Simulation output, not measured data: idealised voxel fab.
process module | voxel gate over fins
cross-section cut | 210 nm wide | cells 5 nm
A cross-section is a grid of square cells, given in bands from the top down. A band is one or more rows of cells.
Each band's line starts with the height of the band's top and of its bottom, in nm. Then come its materials from left to right, each with its width in nm. One material with "throughout" fills the band from edge to edge. "air" is empty space.
Height 0 is the level under which the wafer as received is all one material. The lowest band goes on downwards, as in "0 down".
A width such as "30 to 40" changes by the same amount from each row of cells to the next, from the band's top row to its bottom row.
"no change" after a step means that no cell of the cross-section changed.
closed voids: empty space of 8 cells or more with no open way to the top, each as width x height at its distance from the left edge, in nm
after a step's settings: what the simulator itself notes on the step
overlay nm, on a step with a mask: how far to the right of its planned place the mask lay; to the left if negative
plan
1 op RECEIVE | material Si
2 op CONFORMAL_DEP | material SiN | thk nm 10
3 op MASKED_ETCH | tone cover | mask id FINS | width nm 15 | pitch nm 35 | etch materials SiN | depth nm 10 | overlay nm 0
4 op MASKED_ETCH | tone cover | mask id FINS | width nm 15 | pitch nm 35 | etch materials Si | depth nm 40 | overlay nm 0
5 op OXIDIZE | depth nm 5
6 op FILL_DEP | material SiO2 | thk nm 10
7 op CMP | height nm 10
8 op SELECTIVE_ETCH | etch materials SiO2 | depth nm 20
9 op STRIP | etch materials SiN
10 op CONFORMAL_DEP | material HfO2 | thk nm 5
11 op CONFORMAL_DEP | material TiN | thk nm 5
12 op FILL_DEP | material W | thk nm 10
13 op CMP | height nm 15
14 op CONFORMAL_DEP | material SiCN | thk nm 10
first wafer, as planned
as received, after step 1
  0 down: Si throughout
  closed voids: none
after step 2
  10 to 0: SiN throughout
  below 0: unchanged
after step 3
  10 to 0: air 80 | SiN 15 | air 20 | SiN 15 | air 80
  below 0: unchanged
after step 4
  10 to 0: air 80 | SiN 15 | air 20 | SiN 15 | air 80
  0 to -40: air 80 | Si 15 | air 20 | Si 15 | air 80
  below -40: unchanged
after step 5
  10 to 0: air 80 | SiN 15 | air 20 | SiN 15 | air 80
  0 to -40: air 80 | SiO2 5 | Si 5 | SiO2 5 | air 20 | SiO2 5 | Si 5 | SiO2 5 | air 80
  -40 to -45: SiO2 85 | Si 5 | SiO2 30 | Si 5 | SiO2 85
  below -45: unchanged
after step 6
  20 to 10: SiO2 throughout
  10 to 0: SiO2 80 | SiN 15 | SiO2 20 | SiN 15 | SiO2 80
  0 to -45: SiO2 85 | Si 5 | SiO2 30 | Si 5 | SiO2 85
  below -45: unchanged
after step 7
  10 to 0: SiO2 80 | SiN 15 | SiO2 20 | SiN 15 | SiO2 80
  below 0: unchanged
after step 8
  10 to 0: air 80 | SiN 15 | air 20 | SiN 15 | air 80
  0 to -10: air 85 | Si 5 | air 30 | Si 5 | air 85
  below -10: unchanged
after step 9
  0 to -10: air 85 | Si 5 | air 30 | Si 5 | air 85
  below -10: unchanged
after step 10
  5 to 0: air 80 | HfO2 15 | air 20 | HfO2 15 | air 80
  0 to -5: air 80 | HfO2 5 | Si 5 | HfO2 5 | air 20 | HfO2 5 | Si 5 | HfO2 5 | air 80
  -5 to -10: HfO2 85 | Si 5 | HfO2 30 | Si 5 | HfO2 85
  below -10: unchanged
after step 11
  10 to 5: air 75 | TiN 25 | air 10 | TiN 25 | air 75
  5 to 0: air 75 | TiN 5 | HfO2 15 | TiN 5 | air 10 | TiN 5 | HfO2 15 | TiN 5 | air 75
  0 to -5: TiN 80 | HfO2 5 | Si 5 | HfO2 5 | TiN 20 | HfO2 5 | Si 5 | HfO2 5 | TiN 80
  below -5: unchanged
after step 12
  20 to 10: W throughout
  10 to 5: W 75 | TiN 25 | W 10 | TiN 25 | W 75
  5 to 0: W 75 | TiN 5 | HfO2 15 | TiN 5 | W 10 | TiN 5 | HfO2 15 | TiN 5 | W 75
  below 0: unchanged
after step 13
  15 to 10: W throughout
  below 10: unchanged
after step 14
  25 to 15: SiCN throughout
  below 15: unchanged
second wafer: like start, like plan, one mistake. Through step 2 it matches the first wafer
when step 3 should have ended
  10 to 0: air 70 | SiN 15 | air 20 | SiN 15 | air 90
  below 0: unchanged
when step 4 should have ended
  10 to 0: air 70 | SiN 15 | air 20 | SiN 15 | air 90
  0 to -40: air 70 | Si 25 | air 10 | Si 25 | air 80
  below -40: unchanged
when step 5 should have ended
  10 to 0: air 70 | SiN 15 | air 20 | SiN 15 | air 90
  0 to -5: air 70 | SiO2 5 | Si 5 | SiO2 15 | air 10 | SiO2 5 | Si 5 | SiO2 15 | air 80
  -5 to -40: air 70 | SiO2 5 | Si 15 | SiO2 5 | air 10 | SiO2 5 | Si 15 | SiO2 5 | air 80
  -40 to -45: SiO2 75 | Si 15 | SiO2 20 | Si 15 | SiO2 85
  below -45: unchanged
when step 6 should have ended
  20 to 10: SiO2 throughout
  10 to 0: SiO2 70 | SiN 15 | SiO2 20 | SiN 15 | SiO2 90
  0 to -5: SiO2 75 | Si 5 | SiO2 30 | Si 5 | SiO2 95
  -5 to -45: SiO2 75 | Si 15 | SiO2 20 | Si 15 | SiO2 85
  below -45: unchanged
when step 7 should have ended
  10 to 0: SiO2 70 | SiN 15 | SiO2 20 | SiN 15 | SiO2 90
  below 0: unchanged
when step 8 should have ended
  10 to 0: air 70 | SiN 15 | air 20 | SiN 15 | air 90
  0 to -10: air 75 | Si 5 to 15 | air 30 to 20 | Si 5 to 15 | air 95 to 85
  below -10: unchanged
when step 9 should have ended
  0 to -10: air 75 | Si 5 to 15 | air 30 to 20 | Si 5 to 15 | air 95 to 85
  below -10: unchanged
when step 10 should have ended
  5 to 0: air 70 | HfO2 15 | air 20 | HfO2 15 | air 90
  0 to -5: air 70 | HfO2 5 | Si 5 | HfO2 15 | air 10 | HfO2 5 | Si 5 | HfO2 15 | air 80
  -5 to -10: HfO2 75 | Si 15 | HfO2 20 | Si 15 | HfO2 85
  below -10: unchanged
when step 11 should have ended
  10 to 5: air 65 | TiN 25 | air 10 | TiN 25 | air 85
  5 to 0: air 65 | TiN 5 | HfO2 15 | TiN 20 | HfO2 15 | TiN 15 | air 75
  0 to -5: TiN 70 | HfO2 5 | Si 5 | HfO2 15 | TiN 10 | HfO2 5 | Si 5 | HfO2 15 | TiN 80
  below -5: unchanged
when step 12 should have ended
  20 to 10: W throughout
  10 to 5: W 65 | TiN 25 | W 10 | TiN 25 | W 85
  5 to 0: W 65 | TiN 5 | HfO2 15 | TiN 20 | HfO2 15 | TiN 15 | W 75
  below 0: unchanged
when step 13 should have ended
  15 to 10: W throughout
  below 10: unchanged
when step 14 should have ended
  25 to 15: SiCN throughout
  below 15: unchanged
what went wrong: step 3 ran as: op MASKED_ETCH | tone cover | mask id FINS | width nm 15 | pitch nm 35 | etch materials SiN | depth nm 10 | overlay nm -10
at the end the second wafer has, in cells: 32 more of Si | 28 fewer of SiO2 | 4 fewer of W
